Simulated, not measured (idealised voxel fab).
process module | voxel double patterning
cross-section cut | 240 nm wide | cells 5 nm
A cross-section is a grid of square cells, given in bands from the top down. A band is one or more rows of cells.
Each band's line starts with the height of the band's top and of its bottom, in nm. Then come its materials from left to right, each with its width in nm. One material with "throughout" fills the band from edge to edge. "air" is empty space.
Height 0 is the level under which the wafer as received is all one material. The lowest band goes on downwards, as in "0 down".
A width such as "30 to 40" changes by the same amount from each row of cells to the next, from the band's top row to its bottom row.
"no change" after a step means that no cell of the cross-section changed.
closed voids: empty space of 8 cells or more with no open way to the top, each as width x height at its distance from the left edge, in nm
after a step's settings: what the simulator itself notes on the step
overlay nm, on a step with a mask: how far to the right of its planned place the mask lay; to the left if negative
plan
1 op RECEIVE | material Si
2 op CONFORMAL_DEP | material SiO2 | thk nm 10
3 op DIRECTIONAL_DEP | material polySi | thk nm 15
4 op DIRECTIONAL_DEP | material SiN | thk nm 10
5 op MASKED_ETCH | tone open | mask id FIRST | width nm 15 | pitch nm 50 | etch materials SiN | depth nm 10 | overlay nm 0
6 op MASKED_ETCH | tone open | mask id SECOND | width nm 15 | pitch nm 50 | etch materials SiN | depth nm 10 | overlay nm 0
7 op DIRECTIONAL_ETCH | etch materials polySi | depth nm 15
8 op STRIP | etch materials SiN
first wafer, as planned
as received, after step 1
  0 down: Si throughout
  closed voids: none
after step 2
  10 to 0: SiO2 throughout
  below 0: unchanged
after step 3
  25 to 10: polySi throughout
  below 10: unchanged
after step 4
  35 to 25: SiN throughout
  below 25: unchanged
after step 5
  35 to 25: SiN 60 | air 15 | SiN 35 | air 15 | SiN 35 | air 15 | SiN 65
  below 25: unchanged
after step 6
  35 to 25: SiN 60 | air 15 | SiN 10 | air 15 | SiN 10 | air 15 | SiN 10 | air 15 | SiN 10 | air 15 | SiN 65
  below 25: unchanged
after step 7
  35 to 25: SiN 60 | air 15 | SiN 10 | air 15 | SiN 10 | air 15 | SiN 10 | air 15 | SiN 10 | air 15 | SiN 65
  25 to 10: polySi 60 | air 15 | polySi 10 | air 15 | polySi 10 | air 15 | polySi 10 | air 15 | polySi 10 | air 15 | polySi 65
  below 10: unchanged
after step 8
  25 to 10: polySi 60 | air 15 | polySi 10 | air 15 | polySi 10 | air 15 | polySi 10 | air 15 | polySi 10 | air 15 | polySi 65
  below 10: unchanged
second wafer: like start, like plan, one mistake. Through step 1 it matches the first wafer
when step 2 should have ended: no change
when step 3 should have ended
  15 to 0: polySi throughout
  below 0: unchanged
when step 4 should have ended
  25 to 15: SiN throughout
  below 15: unchanged
when step 5 should have ended
  25 to 15: SiN 60 | air 15 | SiN 35 | air 15 | SiN 35 | air 15 | SiN 65
  below 15: unchanged
when step 6 should have ended
  25 to 15: SiN 60 | air 15 | SiN 10 | air 15 | SiN 10 | air 15 | SiN 10 | air 15 | SiN 10 | air 15 | SiN 65
  below 15: unchanged
when step 7 should have ended
  25 to 15: SiN 60 | air 15 | SiN 10 | air 15 | SiN 10 | air 15 | SiN 10 | air 15 | SiN 10 | air 15 | SiN 65
  15 to 0: polySi 60 | air 15 | polySi 10 | air 15 | polySi 10 | air 15 | polySi 10 | air 15 | polySi 10 | air 15 | polySi 65
  below 0: unchanged
when step 8 should have ended
  15 to 0: polySi 60 | air 15 | polySi 10 | air 15 | polySi 10 | air 15 | polySi 10 | air 15 | polySi 10 | air 15 | polySi 65
  below 0: unchanged
what went wrong: step 2 was left out
at the end the second wafer has, in cells: 96 fewer of SiO2
